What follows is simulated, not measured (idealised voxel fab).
process module | voxel self aligned contacts
cross-section cut | 300 nm wide | cells 5 nm
A cross-section is a grid of square cells, given in bands from the top down. A band is one or more rows of cells.
Each band's line starts with the height of the band's top and of its bottom, in nm. Then come its materials from left to right, each with its width in nm. One material with "throughout" fills the band from edge to edge. "air" is empty space.
Height 0 is the level under which the wafer as received is all one material. The lowest band goes on downwards, as in "0 down".
A width such as "30 to 40" changes by the same amount from each row of cells to the next, from the band's top row to its bottom row.
"no change" after a step means that no cell of the cross-section changed.
closed voids: empty space of 8 cells or more with no open way to the top, each as width x height at its distance from the left edge, in nm
after a step's settings: what the simulator itself notes on the step
overlay nm, on a step with a mask: how far to the right of its planned place the mask lay; to the left if negative
plan
1 op RECEIVE | material Si
2 op CONFORMAL_DEP | material SiO2 | thk nm 5
3 op DIRECTIONAL_DEP | material polySi | thk nm 20
4 op DIRECTIONAL_DEP | material SiN | thk nm 25
5 op MASKED_ETCH | tone cover | mask id GATE | width nm 30 | pitch nm 75 | etch materials SiN | depth nm 25 | overlay nm 0
6 op MASKED_ETCH | tone cover | mask id GATE | width nm 30 | pitch nm 75 | etch materials polySi | depth nm 20 | overlay nm 0
7 op CONFORMAL_DEP | material SiN | thk nm 10
8 op DIRECTIONAL_ETCH | etch materials SiN | depth nm 10
9 op FILL_DEP | material SiO2 | thk nm 15
10 op CMP | height nm 60
11 op DIRECTIONAL_DEP | material aC | thk nm 15
12 op PATTERN | tone open | mask id CONTACT | material resist | width nm 55 | thk nm 30 | overlay nm 0
13 op DIRECTIONAL_ETCH | etch materials aC | depth nm 15
14 op STRIP | etch materials resist
15 op DIRECTIONAL_ETCH | etch materials SiO2 | depth nm 60
16 op STRIP | etch materials aC
17 op CONFORMAL_DEP | material TiN | thk nm 5
18 op FILL_DEP | material W | thk nm 10
19 op CMP | height nm 60
20 op CONFORMAL_DEP | material SiN | thk nm 5
as received, after step 1
  0 down: Si throughout
  closed voids: none
first wafer at the end, as planned
  65 to 60: SiN throughout
  60 to 50: SiO2 120 | TiN 5 to 20 | W 45 to 15 | TiN 5 to 20 | SiO2 125
  50 to 25: SiO2 85 | SiN 50 | TiN 5 | W 15 | TiN 5 | SiN 50 | SiO2 90
  25 to 5: SiO2 85 | SiN 10 | polySi 30 | SiN 10 | TiN 5 | W 15 | TiN 5 | SiN 10 | polySi 30 | SiN 10 | SiO2 90
  5 to 0: SiO2 135 | TiN 25 | SiO2 140
  0 down: Si throughout
  closed voids: none
second wafer at the end: like start, like plan, one mistake
  65 to 60: SiN throughout
  60 to 55: SiO2 85 | SiN 50 | TiN 5 | W 15 | TiN 5 | SiN 50 | SiO2 90
  55 to 50: SiO2 85 | SiN 50 | TiN 25 | SiN 50 | SiO2 90
  50 to 25: SiN throughout
  25 to 5: polySi throughout
  5 to 0: SiO2 throughout
  0 down: Si throughout
  closed voids: none
what went wrong: step 4 was run twice
at the end the second wafer has, in cells: 208 more of SiN | 338 fewer of SiO2 | 26 fewer of TiN | 36 fewer of W | 192 more of polySi
